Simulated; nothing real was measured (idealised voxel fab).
The following process module bears the name voxel spacer lines.
The width of the displayed cross-section, cut, is 165 nm; its cells are square, with a size of 5 nm.
Each cross-section below is a grid of square cells, stated as bands in top-down order, with one or more rows of cells making up each band. The entry gives the band's vertical extent as a top height and a bottom height in nm, then its horizontal make-up as materials from left to right, each with a width in nm. "air" stands for empty space; a single material marked "all across" fills the band edge to edge. Heights are expressed relative to 0, this being the level below which the as-received wafer comprises one material exclusively. The lowest band is unbounded in the downward direction and is denoted as in "0 down". A width such as "30..40" changes by the same amount from each row of cells to the next, from the band's top row to its bottom row. "no change" -> step changed no cross-section cell. Empty spaces counting at least 8 cells and having no open way to the top are listed in "Listed closed voids". The notation width x height at distance is used for each, the distance being from the left edge and all three values in nm. Formally, on a step line, whatever follows the settings is a remark that the simulator itself makes on the step. For masked steps, "overlay nm" on the step line gives how far right of plan the mask actually lay; a minus sign means it lay to the left.
Below is the list of planned process steps
| 1 | RECEIVE | material Si |
| 2 | CONFORMAL_DEP | material Al2O3 | thk nm 5 |
| 3 | DIRECTIONAL_DEP | material polySi | thk nm 20 |
| 4 | DIRECTIONAL_DEP | material aC | thk nm 30 |
| 5 | PATTERN | tone cover | mask id MANDREL | material resist | width nm 20 | pitch nm 70 | thk nm 35 | overlay nm 0 |
| 6 | DIRECTIONAL_ETCH | etch materials aC | depth nm 30 |
| 7 | STRIP | etch materials resist |
| 8 | CONFORMAL_DEP | material SiO2 | thk nm 15 |
| 9 | DIRECTIONAL_ETCH | etch materials SiO2 | depth nm 15 |
| 10 | STRIP | etch materials aC |
| 11 | DIRECTIONAL_ETCH | etch materials polySi | depth nm 20 |
| 12 | STRIP | etch materials SiO2 |
It is noted that the wafers described herein are identical at the outset and are distinguished by the thk nm of step 2; the value stated in the plan corresponds to the first wafer.
The as-received cross-section of the first of several wafers corresponds to the state after step 1
> 0 down  Si all across
> Listed closed voids: none
Cross-section after step 12, the final step of the module, for the first of several wafers
> 25 to 5  20 air / 15 polySi / 20 air / 15 polySi / 20 air / 15 polySi / 20 air / 15 polySi / 25 air
> 5 to 0  Al2O3 all across
> 0 down  Si all across
> Listed closed voids: none
The last wafer as seen in cross-section at the end of the module
> 40 to 20  20 air / 15 polySi / 20 air / 15 polySi / 20 air / 15 polySi / 20 air / 15 polySi / 25 air
> 20 to 0  Al2O3 all across
> 0 down  Si all across
> Listed closed voids: none
Each wafer at the end: cells of each material gained (+) or lost (-) since it was received, then its closed voids
thk nm 5, +33 Al2O3, +48 polySi, Listed closed voids: none
thk nm 10, +66 Al2O3, +48 polySi, Listed closed voids: none
thk nm 15, +99 Al2O3, +48 polySi, Listed closed voids: none
thk nm 20, +132 Al2O3, +48 polySi, Listed closed voids: none
